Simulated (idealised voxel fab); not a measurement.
process module | voxel capacitor over wiring
cross-section cut | 260 nm wide | cells 5 nm
A cross-section is a grid of square cells, given in bands from the top down. A band is one or more rows of cells.
Each band's line starts with the height of the band's top and of its bottom, in nm. Then come its materials from left to right, each with its width in nm. One material with "throughout" fills the band from edge to edge. "air" is empty space.
Height 0 is the level under which the wafer as received is all one material. The lowest band goes on downwards, as in "0 down".
A width such as "30 to 40" changes by the same amount from each row of cells to the next, from the band's top row to its bottom row.
"no change" after a step means that no cell of the cross-section changed.
closed voids: empty space of 8 cells or more with no open way to the top, each as width x height at its distance from the left edge, in nm
after a step's settings: what the simulator itself notes on the step
overlay nm, on a step with a mask: how far to the right of its planned place the mask lay; to the left if negative
plan
1 op RECEIVE | material Si
2 op CONFORMAL_DEP | material SiO2 | thk nm 15
3 op CONFORMAL_DEP | material SiCN | thk nm 5
4 op DIRECTIONAL_DEP | material SiO2 | thk nm 15
5 op MASKED_ETCH | tone open | mask id METAL_1 | width nm 30 | pitch nm 100 | etch materials SiO2 | depth nm 15 | overlay nm 0
6 op MASKED_ETCH | tone open | mask id METAL_1 | width nm 30 | pitch nm 100 | etch materials SiCN | depth nm 5 | overlay nm 0
7 op CONFORMAL_DEP | material TiN | thk nm 5
8 op FILL_DEP | material Cu | thk nm 5
9 op CMP | height nm 35
10 op EPI | material Ru | thk nm 5
11 op FILL_DEP | material SiCN | thk nm 5
12 op DIRECTIONAL_DEP | material SiO2 | thk nm 15
13 op MASKED_ETCH | tone open | mask id PLUG_1 | width nm 15 | etch materials SiO2 | depth nm 15 | overlay nm 0
14 op MASKED_ETCH | tone open | mask id PLUG_1 | width nm 15 | etch materials SiCN | depth nm 5 | overlay nm 0
15 op EPI | material Ru | thk nm 10
16 op EPI | material Ru | thk nm 10
17 op DIRECTIONAL_DEP | material TiN | thk nm 5
18 op DIRECTIONAL_DEP | material Al2O3 | thk nm 5
19 op DIRECTIONAL_DEP | material TiN | thk nm 10
20 op MASKED_ETCH | tone cover | mask id UPPER_PLATE | width nm 75 | etch materials TiN | depth nm 10 | overlay nm 0
21 op MASKED_ETCH | tone cover | mask id UPPER_PLATE | width nm 75 | etch materials Al2O3 | depth nm 5 | overlay nm 0
22 op PATTERN | tone cover | mask id LOWER_PLATE | material resist | width nm 85 | thk nm 15 | overlay nm 0
23 op DIRECTIONAL_ETCH | etch materials TiN | depth nm 5
24 op STRIP | etch materials resist
25 op FILL_DEP | material SiO2 | thk nm 20
26 op CMP | height nm 95
27 op PATTERN | tone open | mask id PLUG_2 | material resist | width nm 15 | thk nm 15 | overlay nm 0
28 op DIRECTIONAL_ETCH | etch materials SiO2 | depth nm 15
29 op STRIP | etch materials resist
30 op CONFORMAL_DEP | material TiN | thk nm 5
31 op FILL_DEP | material Ru | thk nm 10
32 op CMP | height nm 95
33 op CONFORMAL_DEP | material SiN | thk nm 5
as received, after step 1
  0 down: Si throughout
  closed voids: none
a wafer at the end: this start, this plan, one mistake
  100 to 95: SiN throughout
  95 to 85: SiO2 90 | TiN 5 | Ru 5 | TiN 5 | SiO2 155
  85 to 75: SiO2 90 to 75 | TiN 15 to 70 | SiO2 155 to 115
  75 to 70: SiO2 70 | TiN 75 | SiO2 115
  70 to 65: SiO2 70 | Al2O3 85 | SiO2 105
  65 to 60: SiO2 70 | TiN 90 | SiO2 100
  60 to 45: SiO2 80 | Ru 15 | SiO2 165
  45 to 40: SiCN 80 | Ru 15 | SiCN 165
  40 to 35: SiCN 60 | Ru 40 | SiCN 60 | Ru 40 | SiCN 60
  35 to 20: SiO2 65 | TiN 5 | Cu 20 | TiN 5 | SiO2 70 | TiN 5 | Cu 20 | TiN 5 | SiO2 65
  20 to 15: SiCN 65 | TiN 30 | SiCN 70 | TiN 30 | SiCN 65
  15 to 0: SiO2 throughout
  0 down: Si throughout
  closed voids: none
what went wrong: step 20 ran as: op MASKED_ETCH | tone cover | mask id UPPER_PLATE | width nm 75 | etch materials TiN | depth nm 10 | overlay nm -10
